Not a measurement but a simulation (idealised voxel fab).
process module | voxel released beams
cross-section cut | 275 nm wide | cells 5 nm
A cross-section is a grid of square cells, given in bands from the top down. A band is one or more rows of cells.
Each band's line starts with the height of the band's top and of its bottom, in nm. Then come its materials from left to right, each with its width in nm. One material with "throughout" fills the band from edge to edge. "air" is empty space.
Height 0 is the level under which the wafer as received is all one material. The lowest band goes on downwards, as in "0 down".
A width such as "30 to 40" changes by the same amount from each row of cells to the next, from the band's top row to its bottom row.
"no change" after a step means that no cell of the cross-section changed.
closed voids: empty space of 8 cells or more with no open way to the top, each as width x height at its distance from the left edge, in nm
after a step's settings: what the simulator itself notes on the step
overlay nm, on a step with a mask: how far to the right of its planned place the mask lay; to the left if negative
plan
1 op RECEIVE | material Si
2 op CONFORMAL_DEP | material SiN | thk nm 5
3 op DIRECTIONAL_DEP | material SiO2 | thk nm 15
4 op DIRECTIONAL_DEP | material aC | thk nm 15
5 op PATTERN | tone open | mask id ANCHOR | material resist | width nm 35 | thk nm 35 | overlay nm 0
6 op DIRECTIONAL_ETCH | etch materials aC | depth nm 15
7 op STRIP | etch materials resist
8 op DIRECTIONAL_ETCH | etch materials SiO2 | depth nm 15
9 op STRIP | etch materials aC
10 op CONFORMAL_DEP | material W | thk nm 15
11 op MASKED_ETCH | tone cover | mask id BEAM | width nm 90 | etch materials W | depth nm 15 | overlay nm 0
12 op STRIP | etch materials SiO2
as received, after step 1
  0 down: Si throughout
  closed voids: none
first wafer at the end, as planned
  35 to 20: air 90 | W 20 | air 5 | W 65 | air 95
  20 to 5: air 95 | W 35 | air 145
  5 to 0: SiN throughout
  0 down: Si throughout
  closed voids: none
second wafer at the end: like start, like plan, one mistake
  35 to 20: air 90 | W 55 | air 130
  20 to 5: air 80 | W 15 | SiO2 35 | W 50 | air 95
  5 to 0: SiN throughout
  0 down: Si throughout
  closed voids: none
what went wrong: step 5 ran as: op PATTERN | tone cover | mask id ANCHOR | material resist | width nm 35 | thk nm 35 | overlay nm 0
at the end the second wafer has, in cells: 21 more of SiO2
